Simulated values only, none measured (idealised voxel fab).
The name of this process module is voxel self aligned vias.
FYI the section here is cut, 165 nm wide, cells are 5 nm squares.
If you're reading a cross-section in this doc, picture square cells in a grid; it comes to you as bands, top ones listed first down to the bottom, and a band can be one or more rows of cells. Look at the band entry: it leads with the top's height and the bottom's height in nm. Then it lists the materials left to right, with a width in nm for each. The word "everywhere" on a single material says that material fills the band edge to edge. The word "air" is empty space. Heights are measured from 0, the level below which the as-received wafer is all one material; the lowest band has no bottom and continues downward, written as in "0..down". Top row gets the first number, bottom row gets the second, and each row in between changes by the same step: that is how a band width like "30..40" works. Where the words "nothing was modified" appear for a step, the cross-section shows no cell changed by that step; every cell remained as before. If an empty space has no open way to the top and is at least 8 cells in size, "Closed empty spaces" lists it, written width x height at distance, where distance is measured from the left edge and every value is in nm. Anything after a step's settings on that line? It's the simulator's own note about the step. "overlay nm", when on a step's line for a step with a mask, measures how far to the right of its planned place the mask lay; a negative measure means to the left. Quick note on how to read the rest: it's all pairs. You get the cross-section before a process step and the one after, but the after one only goes down as far as the lowest band that changed. The step in between, with its settings, sits under the pair. Heads up, the pairs can come from different runs of this module on the same starting wafer, so don't assume a pair picks up from the one above unless its "Before the step" entry says it does.

**Before the step**
> 0..down | Si everywhere
> Closed empty spaces: none

**Step Result**
> 15..0 | SiO2 everywhere
> All layers under 0 are left as they were.
> Closed empty spaces: none
Processing between the before and after sections above: op CONFORMAL_DEP | material SiO2 | thk nm 15

Before the step: This step starts from the configuration shown after the step in the pair immediately above.

**Step Result**
> 20..15 | SiCN everywhere
> All layers under 15 are left as they were.
> Closed empty spaces: none
Processing between the before and after sections above: op CONFORMAL_DEP | material SiCN | thk nm 5

Before the step: This step starts from the configuration shown after the step in the pair immediately above.

**Step Result**
> 40..20 | lowk everywhere
> All layers under 20 are left as they were.
> Closed empty spaces: none
Processing between the before and after sections above: op DIRECTIONAL_DEP | material lowk | thk nm 20

Before the step: This step starts from the configuration shown after the step in the pair immediately above.

**Step Result**
> 55..40 | resist 40; air 20; resist 40; air 20; resist 45
> All layers under 40 are left as they were.
> Closed empty spaces: none
Processing between the before and after sections above: op PATTERN | tone open | mask id LINES | material resist | width nm 20 | pitch nm 60 | thk nm 15 | overlay nm 0

Before the step: This step starts from the configuration shown after the step in the pair immediately above.

**Step Result**
> 55..40 | resist 40; air 20; resist 40; air 20; resist 45
> 40..20 | lowk 40; air 20; lowk 40; air 20; lowk 45
> All layers under 20 are left as they were.
> Closed empty spaces: none
Processing between the before and after sections above: op DIRECTIONAL_ETCH | etch materials lowk | depth nm 20

Before the step: This step starts from the configuration shown after the step in the pair immediately above.

**Step Result**
> 40..20 | lowk 40; air 20; lowk 40; air 20; lowk 45
> All layers under 20 are left as they were.
> Closed empty spaces: none
Processing between the before and after sections above: op STRIP | etch materials resist

Before the step: This step starts from the configuration shown after the step in the pair immediately above.

**Step Result**
> 45..40 | TiN 45; air 10; TiN 50; air 10; TiN 50
> 40..25 | lowk 40; TiN 5; air 10; TiN 5; lowk 40; TiN 5; air 10; TiN 5; lowk 45
> 25..20 | lowk 40; TiN 20; lowk 40; TiN 20; lowk 45
> All layers under 20 are left as they were.
> Closed empty spaces: none
Processing between the before and after sections above: op CONFORMAL_DEP | material TiN | thk nm 5

Before the step: This step starts from the configuration shown after the step in the pair immediately above.

**Step Result**
> 55..45 | Ru everywhere
> 45..40 | TiN 45; Ru 10; TiN 50; Ru 10; TiN 50
> 40..25 | lowk 40; TiN 5; Ru 10; TiN 5; lowk 40; TiN 5; Ru 10; TiN 5; lowk 45
> All layers under 25 are left as they were.
> Closed empty spaces: none
Processing between the before and after sections above: op FILL_DEP | material Ru | thk nm 10

Before the step: This step starts from the configuration shown after the step in the pair immediately above.

**Step Result**
> 40..25 | lowk 40; TiN 5; Ru 10; TiN 5; lowk 40; TiN 5; Ru 10; TiN 5; lowk 45
> All layers under 25 are left as they were.
> Closed empty spaces: none
Processing between the before and after sections above: op CMP | height nm 40

Before the step: This step starts from the configuration shown after the step in the pair immediately above.

**Step Result**
> 40..35 | lowk 40; air 20; lowk 40; air 20; lowk 45
> All layers under 35 are left as they were.
> Closed empty spaces: none
Processing between the before and after sections above: op SELECTIVE_ETCH | etch materials W Ru TiN | depth nm 5

Before the step: This step starts from the configuration shown after the step in the pair immediately above.

**Step Result**
> 50..40 | SiN everywhere
> 40..35 | lowk 40; SiN 20; lowk 40; SiN 20; lowk 45
> All layers under 35 are left as they were.
> Closed empty spaces: none
Processing between the before and after sections above: op FILL_DEP | material SiN | thk nm 10

Before the step: This step starts from the configuration shown after the step in the pair immediately above.

**Step Result**
> 40..35 | lowk 40; SiN 20; lowk 40; SiN 20; lowk 45
> All layers under 35 are left as they were.
> Closed empty spaces: none
Processing between the before and after sections above: op CMP | height nm 40

Before the step: This step starts from the configuration shown after the step in the pair immediately above.

**Step Result**
> 60..40 | lowk everywhere
> All layers under 40 are left as they were.
> Closed empty spaces: none
Processing between the before and after sections above: op DIRECTIONAL_DEP | material lowk | thk nm 20

Before the step: This step starts from the configuration shown after the step in the pair immediately above.

**Step Result**
> 60..40 | lowk 30; air 40; lowk 95
> All layers under 40 are left as they were.
> Closed empty spaces: none
Processing between the before and after sections above: op MASKED_ETCH | tone open | mask id VIAS | width nm 40 | etch materials lowk | depth nm 20 | overlay nm 0

Before the step: This step starts from the configuration shown after the step in the pair immediately above.

**Step Result**
> 60..40 | lowk 30; air 40; lowk 95
> 40..35 | lowk 40; air 20; lowk 40; SiN 20; lowk 45
> All layers under 35 are left as they were.
> Closed empty spaces: none
Processing between the before and after sections above: op MASKED_ETCH | tone open | mask id VIAS | width nm 40 | etch materials SiN | depth nm 5 | overlay nm 0

Before the step: This step starts from the configuration shown after the step in the pair immediately above.

**Step Result**
> 65..60 | TiN 35; air 30; TiN 100
> 60..45 | lowk 30; TiN 5; air 30; TiN 5; lowk 95
> 45..40 | lowk 30; TiN 15; air 10; TiN 15; lowk 95
> 40..35 | lowk 40; TiN 20; lowk 40; SiN 20; lowk 45
> All layers under 35 are left as they were.
> Closed empty spaces: none
Processing between the before and after sections above: op CONFORMAL_DEP | material TiN | thk nm 5

Before the step: This step starts from the configuration shown after the step in the pair immediately above.

**Step Result**
> 75..65 | W everywhere
> 65..60 | TiN 35; W 30; TiN 100
> 60..45 | lowk 30; TiN 5; W 30; TiN 5; lowk 95
> 45..40 | lowk 30; TiN 15; W 10; TiN 15; lowk 95
> All layers under 40 are left as they were.
> Closed empty spaces: none
Processing between the before and after sections above: op FILL_DEP | material W | thk nm 10

Before the step: This step starts from the configuration shown after the step in the pair immediately above.

**Step Result**
> 60..45 | lowk 30; TiN 5; W 30; TiN 5; lowk 95
> All layers under 45 are left as they were.
> Closed empty spaces: none
Processing between the before and after sections above: op CMP | height nm 60

Before the step: This step starts from the configuration shown after the step in the pair immediately above.

**Step Result**
> 65..60 | SiCN everywhere
> All layers under 60 are left as they were.
> Closed empty spaces: none
Processing between the before and after sections above: op CONFORMAL_DEP | material SiCN | thk nm 5

**Before the step**
> 0..down | Si everywhere
> Closed empty spaces: none

**Step Result**
> 5..0 | SiCN everywhere
> All layers under 0 are left as they were.
> Closed empty spaces: none
Processing between the before and after sections above: op CONFORMAL_DEP | material SiCN | thk nm 5

Before the step: This step starts from the configuration shown after the step in the pair immediately above.

**Step Result**
> 25..5 | lowk everywhere
> All layers under 5 are left as they were.
> Closed empty spaces: none
Processing between the before and after sections above: op DIRECTIONAL_DEP | material lowk | thk nm 20

Before the step: This step starts from the configuration shown after the step in the pair immediately above.

**Step Result**
> 40..25 | resist 40; air 20; resist 40; air 20; resist 45
> All layers under 25 are left as they were.
> Closed empty spaces: none
Processing between the before and after sections above: op PATTERN | tone open | mask id LINES | material resist | width nm 20 | pitch nm 60 | thk nm 15 | overlay nm 0

Before the step: This step starts from the configuration shown after the step in the pair immediately above.

**Step Result**
> 40..25 | resist 40; air 20; resist 40; air 20; resist 45
> 25..5 | lowk 40; air 20; lowk 40; air 20; lowk 45
> All layers under 5 are left as they were.
> Closed empty spaces: none
Processing between the before and after sections above: op DIRECTIONAL_ETCH | etch materials lowk | depth nm 20

Before the step: This step starts from the configuration shown after the step in the pair immediately above.

**Step Result**
> 25..5 | lowk 40; air 20; lowk 40; air 20; lowk 45
> All layers under 5 are left as they were.
> Closed empty spaces: none
Processing between the before and after sections above: op STRIP | etch materials resist

Before the step: This step starts from the configuration shown after the step in the pair immediately above.

**Step Result**
> 30..25 | TiN 45; air 10; TiN 50; air 10; TiN 50
> 25..10 | lowk 40; TiN 5; air 10; TiN 5; lowk 40; TiN 5; air 10; TiN 5; lowk 45
> 10..5 | lowk 40; TiN 20; lowk 40; TiN 20; lowk 45
> All layers under 5 are left as they were.
> Closed empty spaces: none
Processing between the before and after sections above: op CONFORMAL_DEP | material TiN | thk nm 5

Before the step: This step starts from the configuration shown after the step in the pair immediately above.

**Step Result**
> 40..30 | Ru everywhere
> 30..25 | TiN 45; Ru 10; TiN 50; Ru 10; TiN 50
> 25..10 | lowk 40; TiN 5; Ru 10; TiN 5; lowk 40; TiN 5; Ru 10; TiN 5; lowk 45
> All layers under 10 are left as they were.
> Closed empty spaces: none
Processing between the before and after sections above: op FILL_DEP | material Ru | thk nm 10

Before the step: This step starts from the configuration shown after the step in the pair immediately above.

**Step Result**
> 35..30 | Ru everywhere
> All layers under 30 are left as they were.
> Closed empty spaces: none
Processing between the before and after sections above: op SELECTIVE_ETCH | etch materials W Ru TiN | depth nm 5

Before the step: This step starts from the configuration shown after the step in the pair immediately above.

**Step Result**
> 45..35 | SiN everywhere
> All layers under 35 are left as they were.
> Closed empty spaces: none
Processing between the before and after sections above: op FILL_DEP | material SiN | thk nm 10

Before the step: This step starts from the configuration shown after the step in the pair immediately above.

**Step Result**
> 40..35 | SiN everywhere
> All layers under 35 are left as they were.
> Closed empty spaces: none
Processing between the before and after sections above: op CMP | height nm 40

Before the step: This step starts from the configuration shown after the step in the pair immediately above.

**Step Result**
> 60..40 | lowk everywhere
> All layers under 40 are left as they were.
> Closed empty spaces: none
Processing between the before and after sections above: op DIRECTIONAL_DEP | material lowk | thk nm 20

Before the step: This step starts from the configuration shown after the step in the pair immediately above.

**Step Result**
> 60..40 | lowk 30; air 40; lowk 95
> All layers under 40 are left as they were.
> Closed empty spaces: none
Processing between the before and after sections above: op MASKED_ETCH | tone open | mask id VIAS | width nm 40 | etch materials lowk | depth nm 20 | overlay nm 0

Before the step: This step starts from the configuration shown after the step in the pair immediately above.

**Step Result**
> 60..40 | lowk 30; air 40; lowk 95
> 40..35 | SiN 30; air 40; SiN 95
> All layers under 35 are left as they were.
> Closed empty spaces: none
Processing between the before and after sections above: op MASKED_ETCH | tone open | mask id VIAS | width nm 40 | etch materials SiN | depth nm 5 | overlay nm 0

Before the step: This step starts from the configuration shown after the step in the pair immediately above.

**Step Result**
> 65..60 | TiN 35; air 30; TiN 100
> 60..40 | lowk 30; TiN 5; air 30; TiN 5; lowk 95
> 40..35 | SiN 30; TiN 40; SiN 95
> All layers under 35 are left as they were.
> Closed empty spaces: none
Processing between the before and after sections above: op CONFORMAL_DEP | material TiN | thk nm 5

Before the step: This step starts from the configuration shown after the step in the pair immediately above.

**Step Result**
> 75..65 | W everywhere
> 65..60 | TiN 35; W 30; TiN 100
> 60..40 | lowk 30; TiN 5; W 30; TiN 5; lowk 95
> All layers under 40 are left as they were.
> Closed empty spaces: none
Processing between the before and after sections above: op FILL_DEP | material W | thk nm 10

Before the step: This step starts from the configuration shown after the step in the pair immediately above.

**Step Result**
> 60..40 | lowk 30; TiN 5; W 30; TiN 5; lowk 95
> All layers under 40 are left as they were.
> Closed empty spaces: none
Processing between the before and after sections above: op CMP | height nm 60

Before the step: This step starts from the configuration shown after the step in the pair immediately above.

**Step Result**
> 65..60 | SiCN everywhere
> All layers under 60 are left as they were.
> Closed empty spaces: none
Processing between the before and after sections above: op CONFORMAL_DEP | material SiCN | thk nm 5

**Before the step**
> 15..0 | SiO2 everywhere
> 0..down | Si everywhere
> Closed empty spaces: none

**Step Result**
> 30..0 | SiO2 everywhere
> All layers under 0 are left as they were.
> Closed empty spaces: none
Processing between the before and after sections above: op CONFORMAL_DEP | material SiO2 | thk nm 15

Before the step: This step starts from the configuration shown after the step in the pair immediately above.

**Step Result**
> 35..30 | SiCN everywhere
> All layers under 30 are left as they were.
> Closed empty spaces: none
Processing between the before and after sections above: op CONFORMAL_DEP | material SiCN | thk nm 5

Before the step: This step starts from the configuration shown after the step in the pair immediately above.

**Step Result**
> 55..35 | lowk everywhere
> All layers under 35 are left as they were.
> Closed empty spaces: none
Processing between the before and after sections above: op DIRECTIONAL_DEP | material lowk | thk nm 20

Before the step: This step starts from the configuration shown after the step in the pair immediately above.

**Step Result**
> 70..55 | resist 40; air 20; resist 40; air 20; resist 45
> All layers under 55 are left as they were.
> Closed empty spaces: none
Processing between the before and after sections above: op PATTERN | tone open | mask id LINES | material resist | width nm 20 | pitch nm 60 | thk nm 15 | overlay nm 0

Before the step: This step starts from the configuration shown after the step in the pair immediately above.

**Step Result**
> 70..55 | resist 40; air 20; resist 40; air 20; resist 45
> 55..35 | lowk 40; air 20; lowk 40; air 20; lowk 45
> All layers under 35 are left as they were.
> Closed empty spaces: none
Processing between the before and after sections above: op DIRECTIONAL_ETCH | etch materials lowk | depth nm 20

Before the step: This step starts from the configuration shown after the step in the pair immediately above.

**Step Result**
> 55..35 | lowk 40; air 20; lowk 40; air 20; lowk 45
> All layers under 35 are left as they were.
> Closed empty spaces: none
Processing between the before and after sections above: op STRIP | etch materials resist

Before the step: This step starts from the configuration shown after the step in the pair immediately above.

**Step Result**
> 60..55 | TiN 45; air 10; TiN 50; air 10; TiN 50
> 55..40 | lowk 40; TiN 5; air 10; TiN 5; lowk 40; TiN 5; air 10; TiN 5; lowk 45
> 40..35 | lowk 40; TiN 20; lowk 40; TiN 20; lowk 45
> All layers under 35 are left as they were.
> Closed empty spaces: none
Processing between the before and after sections above: op CONFORMAL_DEP | material TiN | thk nm 5

Before the step: This step starts from the configuration shown after the step in the pair immediately above.

**Step Result**
> 70..60 | Ru everywhere
> 60..55 | TiN 45; Ru 10; TiN 50; Ru 10; TiN 50
> 55..40 | lowk 40; TiN 5; Ru 10; TiN 5; lowk 40; TiN 5; Ru 10; TiN 5; lowk 45
> All layers under 40 are left as they were.
> Closed empty spaces: none
Processing between the before and after sections above: op FILL_DEP | material Ru | thk nm 10

Before the step: This step starts from the configuration shown after the step in the pair immediately above.

**Step Result**
> 40..35 | lowk 40; TiN 20; lowk 40; TiN 20; lowk 45
> All layers under 35 are left as they were.
> Closed empty spaces: none
Processing between the before and after sections above: op CMP | height nm 40

Before the step: This step starts from the configuration shown after the step in the pair immediately above.

**Step Result**
> 40..35 | lowk 40; air 20; lowk 40; air 20; lowk 45
> All layers under 35 are left as they were.
> Closed empty spaces: none
Processing between the before and after sections above: op SELECTIVE_ETCH | etch materials W Ru TiN | depth nm 5

Before the step: This step starts from the configuration shown after the step in the pair immediately above.

**Step Result**
> 50..40 | SiN everywhere
> 40..35 | lowk 40; SiN 20; lowk 40; SiN 20; lowk 45
> All layers under 35 are left as they were.
> Closed empty spaces: none
Processing between the before and after sections above: op FILL_DEP | material SiN | thk nm 10

Before the step: This step starts from the configuration shown after the step in the pair immediately above.

**Step Result**
> 40..35 | lowk 40; SiN 20; lowk 40; SiN 20; lowk 45
> All layers under 35 are left as they were.
> Closed empty spaces: none
Processing between the before and after sections above: op CMP | height nm 40

Before the step: This step starts from the configuration shown after the step in the pair immediately above.

**Step Result**
> 60..40 | lowk everywhere
> All layers under 40 are left as they were.
> Closed empty spaces: none
Processing between the before and after sections above: op DIRECTIONAL_DEP | material lowk | thk nm 20

Before the step: This step starts from the configuration shown after the step in the pair immediately above.

**Step Result**
> 60..40 | lowk 30; air 40; lowk 95
> All layers under 40 are left as they were.
> Closed empty spaces: none
Processing between the before and after sections above: op MASKED_ETCH | tone open | mask id VIAS | width nm 40 | etch materials lowk | depth nm 20 | overlay nm 0

Before the step: This step starts from the configuration shown after the step in the pair immediately above.

**Step Result**
> 60..40 | lowk 30; air 40; lowk 95
> 40..35 | lowk 40; air 20; lowk 40; SiN 20; lowk 45
> All layers under 35 are left as they were.
> Closed empty spaces: none
Processing between the before and after sections above: op MASKED_ETCH | tone open | mask id VIAS | width nm 40 | etch materials SiN | depth nm 5 | overlay nm 0

Before the step: This step starts from the configuration shown after the step in the pair immediately above.

**Step Result**
> 65..60 | TiN 35; air 30; TiN 100
> 60..45 | lowk 30; TiN 5; air 30; TiN 5; lowk 95
> 45..40 | lowk 30; TiN 15; air 10; TiN 15; lowk 95
> 40..35 | lowk 40; TiN 20; lowk 40; SiN 20; lowk 45
> All layers under 35 are left as they were.
> Closed empty spaces: none
Processing between the before and after sections above: op CONFORMAL_DEP | material TiN | thk nm 5

Before the step: This step starts from the configuration shown after the step in the pair immediately above.

**Step Result**
> 75..65 | W everywhere
> 65..60 | TiN 35; W 30; TiN 100
> 60..45 | lowk 30; TiN 5; W 30; TiN 5; lowk 95
> 45..40 | lowk 30; TiN 15; W 10; TiN 15; lowk 95
> All layers under 40 are left as they were.
> Closed empty spaces: none
Processing between the before and after sections above: op FILL_DEP | material W | thk nm 10

Before the step: This step starts from the configuration shown after the step in the pair immediately above.

**Step Result**
> 60..45 | lowk 30; TiN 5; W 30; TiN 5; lowk 95
> All layers under 45 are left as they were.
> Closed empty spaces: none
Processing between the before and after sections above: op CMP | height nm 60

Before the step: This step starts from the configuration shown after the step in the pair immediately above.

**Step Result**
> 65..60 | SiCN everywhere
> All layers under 60 are left as they were.
> Closed empty spaces: none
Processing between the before and after sections above: op CONFORMAL_DEP | material SiCN | thk nm 5

**Before the step**
> 5..0 | SiCN everywhere
> 0..down | Si everywhere
> Closed empty spaces: none

**Step Result**
> 20..5 | SiO2 everywhere
> All layers under 5 are left as they were.
> Closed empty spaces: none
Processing between the before and after sections above: op CONFORMAL_DEP | material SiO2 | thk nm 15

Before the step: This step starts from the configuration shown after the step in the pair immediately above.

**Step Result**
> 40..20 | lowk everywhere
> All layers under 20 are left as they were.
> Closed empty spaces: none
Processing between the before and after sections above: op DIRECTIONAL_DEP | material lowk | thk nm 20

Before the step: This step starts from the configuration shown after the step in the pair immediately above.

**Step Result**
> 55..40 | resist 40; air 20; resist 40; air 20; resist 45
> All layers under 40 are left as they were.
> Closed empty spaces: none
Processing between the before and after sections above: op PATTERN | tone open | mask id LINES | material resist | width nm 20 | pitch nm 60 | thk nm 15 | overlay nm 0

Before the step: This step starts from the configuration shown after the step in the pair immediately above.

**Step Result**
> 55..40 | resist 40; air 20; resist 40; air 20; resist 45
> 40..20 | lowk 40; air 20; lowk 40; air 20; lowk 45
> All layers under 20 are left as they were.
> Closed empty spaces: none
Processing between the before and after sections above: op DIRECTIONAL_ETCH | etch materials lowk | depth nm 20

Before the step: This step starts from the configuration shown after the step in the pair immediately above.

**Step Result**
> 40..20 | lowk 40; air 20; lowk 40; air 20; lowk 45
> All layers under 20 are left as they were.
> Closed empty spaces: none
Processing between the before and after sections above: op STRIP | etch materials resist

Before the step: This step starts from the configuration shown after the step in the pair immediately above.

**Step Result**
> 45..40 | TiN 45; air 10; TiN 50; air 10; TiN 50
> 40..25 | lowk 40; TiN 5; air 10; TiN 5; lowk 40; TiN 5; air 10; TiN 5; lowk 45
> 25..20 | lowk 40; TiN 20; lowk 40; TiN 20; lowk 45
> All layers under 20 are left as they were.
> Closed empty spaces: none
Processing between the before and after sections above: op CONFORMAL_DEP | material TiN | thk nm 5

Before the step: This step starts from the configuration shown after the step in the pair immediately above.

**Step Result**
> 55..45 | Ru everywhere
> 45..40 | TiN 45; Ru 10; TiN 50; Ru 10; TiN 50
> 40..25 | lowk 40; TiN 5; Ru 10; TiN 5; lowk 40; TiN 5; Ru 10; TiN 5; lowk 45
> All layers under 25 are left as they were.
> Closed empty spaces: none
Processing between the before and after sections above: op FILL_DEP | material Ru | thk nm 10

Before the step: This step starts from the configuration shown after the step in the pair immediately above.

**Step Result**
> 40..25 | lowk 40; TiN 5; Ru 10; TiN 5; lowk 40; TiN 5; Ru 10; TiN 5; lowk 45
> All layers under 25 are left as they were.
> Closed empty spaces: none
Processing between the before and after sections above: op CMP | height nm 40

Before the step: This step starts from the configuration shown after the step in the pair immediately above.

**Step Result**
> 40..35 | lowk 40; air 20; lowk 40; air 20; lowk 45
> All layers under 35 are left as they were.
> Closed empty spaces: none
Processing between the before and after sections above: op SELECTIVE_ETCH | etch materials W Ru TiN | depth nm 5

Before the step: This step starts from the configuration shown after the step in the pair immediately above.

**Step Result**
> 50..40 | SiN everywhere
> 40..35 | lowk 40; SiN 20; lowk 40; SiN 20; lowk 45
> All layers under 35 are left as they were.
> Closed empty spaces: none
Processing between the before and after sections above: op FILL_DEP | material SiN | thk nm 10

Before the step: This step starts from the configuration shown after the step in the pair immediately above.

**Step Result**
> 40..35 | lowk 40; SiN 20; lowk 40; SiN 20; lowk 45
> All layers under 35 are left as they were.
> Closed empty spaces: none
Processing between the before and after sections above: op CMP | height nm 40

Before the step: This step starts from the configuration shown after the step in the pair immediately above.

**Step Result**
> 60..40 | lowk everywhere
> All layers under 40 are left as they were.
> Closed empty spaces: none
Processing between the before and after sections above: op DIRECTIONAL_DEP | material lowk | thk nm 20

Before the step: This step starts from the configuration shown after the step in the pair immediately above.

**Step Result**
> 60..40 | lowk 30; air 40; lowk 95
> All layers under 40 are left as they were.
> Closed empty spaces: none
Processing between the before and after sections above: op MASKED_ETCH | tone open | mask id VIAS | width nm 40 | etch materials lowk | depth nm 20 | overlay nm 0

Before the step: This step starts from the configuration shown after the step in the pair immediately above.

**Step Result**
> 60..40 | lowk 30; air 40; lowk 95
> 40..35 | lowk 40; air 20; lowk 40; SiN 20; lowk 45
> All layers under 35 are left as they were.
> Closed empty spaces: none
Processing between the before and after sections above: op MASKED_ETCH | tone open | mask id VIAS | width nm 40 | etch materials SiN | depth nm 5 | overlay nm 0

Before the step: This step starts from the configuration shown after the step in the pair immediately above.

**Step Result**
> 65..60 | TiN 35; air 30; TiN 100
> 60..45 | lowk 30; TiN 5; air 30; TiN 5; lowk 95
> 45..40 | lowk 30; TiN 15; air 10; TiN 15; lowk 95
> 40..35 | lowk 40; TiN 20; lowk 40; SiN 20; lowk 45
> All layers under 35 are left as they were.
> Closed empty spaces: none
Processing between the before and after sections above: op CONFORMAL_DEP | material TiN | thk nm 5

Before the step: This step starts from the configuration shown after the step in the pair immediately above.

**Step Result**
> 75..65 | W everywhere
> 65..60 | TiN 35; W 30; TiN 100
> 60..45 | lowk 30; TiN 5; W 30; TiN 5; lowk 95
> 45..40 | lowk 30; TiN 15; W 10; TiN 15; lowk 95
> All layers under 40 are left as they were.
> Closed empty spaces: none
Processing between the before and after sections above: op FILL_DEP | material W | thk nm 10

Before the step: This step starts from the configuration shown after the step in the pair immediately above.

**Step Result**
> 60..45 | lowk 30; TiN 5; W 30; TiN 5; lowk 95
> All layers under 45 are left as they were.
> Closed empty spaces: none
Processing between the before and after sections above: op CMP | height nm 60

Before the step: This step starts from the configuration shown after the step in the pair immediately above.

**Step Result**
> 65..60 | SiCN everywhere
> All layers under 60 are left as they were.
> Closed empty spaces: none
Processing between the before and after sections above: op CONFORMAL_DEP | material SiCN | thk nm 5

**Before the step**
> 50..40 | SiN everywhere
> 40..35 | lowk 40; SiN 20; lowk 40; SiN 20; lowk 45
> 35..25 | lowk 40; TiN 5; Ru 10; TiN 5; lowk 40; TiN 5; Ru 10; TiN 5; lowk 45
> 25..20 | lowk 40; TiN 20; lowk 40; TiN 20; lowk 45
> 20..15 | SiCN everywhere
> 15..0 | SiO2 everywhere
> 0..down | Si everywhere
> Closed empty spaces: none

**Step Result**
> 35..25 | lowk 40; TiN 5; Ru 10; TiN 5; lowk 40; TiN 5; Ru 10; TiN 5; lowk 45
> All layers under 25 are left as they were.
> Closed empty spaces: none
Processing between the before and after sections above: op CMP | height nm 35

Before the step: This step starts from the configuration shown after the step in the pair immediately above.

**Step Result**
> 55..35 | lowk everywhere
> All layers under 35 are left as they were.
> Closed empty spaces: none
Processing between the before and after sections above: op DIRECTIONAL_DEP | material lowk | thk nm 20

Before the step: This step starts from the configuration shown after the step in the pair immediately above.

**Step Result**
> 55..35 | lowk 30; air 40; lowk 95
> All layers under 35 are left as they were.
> Closed empty spaces: none
Processing between the before and after sections above: op MASKED_ETCH | tone open | mask id VIAS | width nm 40 | etch materials lowk | depth nm 20 | overlay nm 0

Before the step: This step starts from the configuration shown after the step in the pair immediately above.

**Step Result**
> 60..55 | TiN 35; air 30; TiN 100
> 55..40 | lowk 30; TiN 5; air 30; TiN 5; lowk 95
> 40..35 | lowk 30; TiN 40; lowk 95
> All layers under 35 are left as they were.
> Closed empty spaces: none
Processing between the before and after sections above: op CONFORMAL_DEP | material TiN | thk nm 5

Before the step: This step starts from the configuration shown after the step in the pair immediately above.

**Step Result**
> 70..60 | W everywhere
> 60..55 | TiN 35; W 30; TiN 100
> 55..40 | lowk 30; TiN 5; W 30; TiN 5; lowk 95
> All layers under 40 are left as they were.
> Closed empty spaces: none
Processing between the before and after sections above: op FILL_DEP | material W | thk nm 10

Before the step: This step starts from the configuration shown after the step in the pair immediately above.

**Step Result**
> 60..55 | TiN 35; W 30; TiN 100
> All layers under 55 are left as they were.
> Closed empty spaces: none
Processing between the before and after sections above: op CMP | height nm 60

Before the step: This step starts from the configuration shown after the step in the pair immediately above.

**Step Result**
> 65..60 | SiCN everywhere
> All layers under 60 are left as they were.
> Closed empty spaces: none
Processing between the before and after sections above: op CONFORMAL_DEP | material SiCN | thk nm 5

**Before the step**
> 60..40 | lowk everywhere
> 40..35 | lowk 40; SiN 20; lowk 40; SiN 20; lowk 45
> 35..25 | lowk 40; TiN 5; Ru 10; TiN 5; lowk 40; TiN 5; Ru 10; TiN 5; lowk 45
> 25..20 | lowk 40; TiN 20; lowk 40; TiN 20; lowk 45
> 20..15 | SiCN everywhere
> 15..0 | SiO2 everywhere
> 0..down | Si everywhere
> Closed empty spaces: none

**Step Result**
> 60..40 | lowk 35; air 35; lowk 95
> All layers under 40 are left as they were.
> Closed empty spaces: none
Processing between the before and after sections above: op MASKED_ETCH | tone open | mask id VIAS | width nm 35 | etch materials lowk | depth nm 20 | overlay nm 0

Before the step: This step starts from the configuration shown after the step in the pair immediately above.

**Step Result**
> 60..40 | lowk 35; air 35; lowk 95
> 40..35 | lowk 40; air 20; lowk 40; SiN 20; lowk 45
> All layers under 35 are left as they were.
> Closed empty spaces: none
Processing between the before and after sections above: op MASKED_ETCH | tone open | mask id VIAS | width nm 40 | etch materials SiN | depth nm 5 | overlay nm 0

Before the step: This step starts from the configuration shown after the step in the pair immediately above.

**Step Result**
> 65..60 | TiN 40; air 25; TiN 100
> 60..45 | lowk 35; TiN 5; air 25; TiN 5; lowk 95
> 45..40 | lowk 35; TiN 10; air 10; TiN 15; lowk 95
> 40..35 | lowk 40; TiN 20; lowk 40; SiN 20; lowk 45
> All layers under 35 are left as they were.
> Closed empty spaces: none
Processing between the before and after sections above: op CONFORMAL_DEP | material TiN | thk nm 5

Before the step: This step starts from the configuration shown after the step in the pair immediately above.

**Step Result**
> 75..65 | W everywhere
> 65..60 | TiN 40; W 25; TiN 100
> 60..45 | lowk 35; TiN 5; W 25; TiN 5; lowk 95
> 45..40 | lowk 35; TiN 10; W 10; TiN 15; lowk 95
> All layers under 40 are left as they were.
> Closed empty spaces: none
Processing between the before and after sections above: op FILL_DEP | material W | thk nm 10

Before the step: This step starts from the configuration shown after the step in the pair immediately above.

**Step Result**
> 60..45 | lowk 35; TiN 5; W 25; TiN 5; lowk 95
> All layers under 45 are left as they were.
> Closed empty spaces: none
Processing between the before and after sections above: op CMP | height nm 60

Before the step: This step starts from the configuration shown after the step in the pair immediately above.

**Step Result**
> 65..60 | SiCN everywhere
> All layers under 60 are left as they were.
> Closed empty spaces: none
Processing between the before and after sections above: op CONFORMAL_DEP | material SiCN | thk nm 5

**Before the step**
> 40..20 | lowk everywhere
> 20..15 | SiCN everywhere
> 15..0 | SiO2 everywhere
> 0..down | Si everywhere
> Closed empty spaces: none

**Step Result**
> 55..40 | resist 30; air 20; resist 40; air 20; resist 55
> All layers under 40 are left as they were.
> Closed empty spaces: none
Processing between the before and after sections above: op PATTERN | tone open | mask id LINES | material resist | width nm 20 | pitch nm 60 | thk nm 15 | overlay nm -10

Before the step: This step starts from the configuration shown after the step in the pair immediately above.

**Step Result**
> 55..40 | resist 30; air 20; resist 40; air 20; resist 55
> 40..20 | lowk 30; air 20; lowk 40; air 20; lowk 55
> All layers under 20 are left as they were.
> Closed empty spaces: none
Processing between the before and after sections above: op DIRECTIONAL_ETCH | etch materials lowk | depth nm 20

Before the step: This step starts from the configuration shown after the step in the pair immediately above.

**Step Result**
> 40..20 | lowk 30; air 20; lowk 40; air 20; lowk 55
> All layers under 20 are left as they were.
> Closed empty spaces: none
Processing between the before and after sections above: op STRIP | etch materials resist

Before the step: This step starts from the configuration shown after the step in the pair immediately above.

**Step Result**
> 45..40 | TiN 35; air 10; TiN 50; air 10; TiN 60
> 40..25 | lowk 30; TiN 5; air 10; TiN 5; lowk 40; TiN 5; air 10; TiN 5; lowk 55
> 25..20 | lowk 30; TiN 20; lowk 40; TiN 20; lowk 55
> All layers under 20 are left as they were.
> Closed empty spaces: none
Processing between the before and after sections above: op CONFORMAL_DEP | material TiN | thk nm 5

Before the step: This step starts from the configuration shown after the step in the pair immediately above.

**Step Result**
> 55..45 | Ru everywhere
> 45..40 | TiN 35; Ru 10; TiN 50; Ru 10; TiN 60
> 40..25 | lowk 30; TiN 5; Ru 10; TiN 5; lowk 40; TiN 5; Ru 10; TiN 5; lowk 55
> All layers under 25 are left as they were.
> Closed empty spaces: none
Processing between the before and after sections above: op FILL_DEP | material Ru | thk nm 10

Before the step: This step starts from the configuration shown after the step in the pair immediately above.

**Step Result**
> 40..25 | lowk 30; TiN 5; Ru 10; TiN 5; lowk 40; TiN 5; Ru 10; TiN 5; lowk 55
> All layers under 25 are left as they were.
> Closed empty spaces: none
Processing between the before and after sections above: op CMP | height nm 40
